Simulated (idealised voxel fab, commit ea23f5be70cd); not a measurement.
Module name: voxel local oxidation (process module)
cross-section cut | 265 nm wide | cells 5 nm
Cross-section spec: square-cell grid; bands listed top down; each band is one or more rows. Band: top height; bottom height; in nm. Then, left to right: material with width in nm, for each material. "everywhere": a single material spanning edge to edge. "air": empty space. Convention: height 0 is the level below which the wafer, as received, is all one material. The lowest band does not terminate at the bottom but continues downward, represented as "0 and below". Read "30->40" as a graded width: first number on top, second number at the bottom, same change between each pair of neighbouring rows. "same as before" for a step: no cell of the cross-section changed in that step. The list in "Voids, sealed" covers empty spaces of 8 cells or more that cannot reach the top through any open way, and it gives each as width x height at distance; the distance is from the left edge, and width, height and distance are in nm. Post-settings text on a step line: simulator's own remark regarding the step. The optional step-line setting "overlay nm" applies to steps with a mask and quantifies how far to the right of its planned location the mask lay, a negative value indicating leftward placement.
**Below is the list of planned process steps**
| 1 | RECEIVE with material Si |
| 2 | CONFORMAL_DEP with material SiO2, thk nm 5 |
| 3 | CONFORMAL_DEP with material SiN, thk nm 15 |
| 4 | DIRECTIONAL_DEP with material aC, thk nm 15 |
| 5 | PATTERN with tone cover, mask id ACTIVE, material resist, width nm 115, thk nm 35, overlay nm 0 |
| 6 | DIRECTIONAL_ETCH with etch materials aC, depth nm 5 |
| 7 | STRIP with etch materials resist |
| 8 | DIRECTIONAL_ETCH with etch materials SiN, depth nm 15 |
| 9 | STRIP with etch materials aC |
| 10 | SELECTIVE_ETCH with etch materials SiO2, depth nm 5 |
| 11 | OXIDIZE with depth nm 10 |
| 12 | STRIP with etch materials SiN |
Wafer-to-wafer difference: depth nm, step 6. Common start. Plan = first wafer's value.
**Cross-section of the first of several wafers on receipt, reflecting completion of step 1**
    0 and below | Si everywhere
    Voids, sealed: none
**Module end state after final step 12: cross-section of the first of several wafers**
    5 down to 0 | SiO2 everywhere
    0 and below | Si everywhere
    Voids, sealed: none
**Cross-sectional view of the final wafer of several at the module's end**
    5 down to 0 | air=80  SiO2=105  air=80
    0 down to -10 | SiO2=90  Si=85  SiO2=90
    -10 and below | Si everywhere
    Voids, sealed: none
**each wafer at the end: cells of each material gained (+) or lost (-) since it was received, then its closed voids**
depth nm 5, +53 SiO2, Voids, sealed: none
depth nm 10, +53 SiO2, Voids, sealed: none
depth nm 15, -72 Si, +93 SiO2, Voids, sealed: none
depth nm 20, -72 Si, +93 SiO2, Voids, sealed: none
depth nm 25, -72 Si, +93 SiO2, Voids, sealed: none
depth nm 30, -72 Si, +93 SiO2, Voids, sealed: none
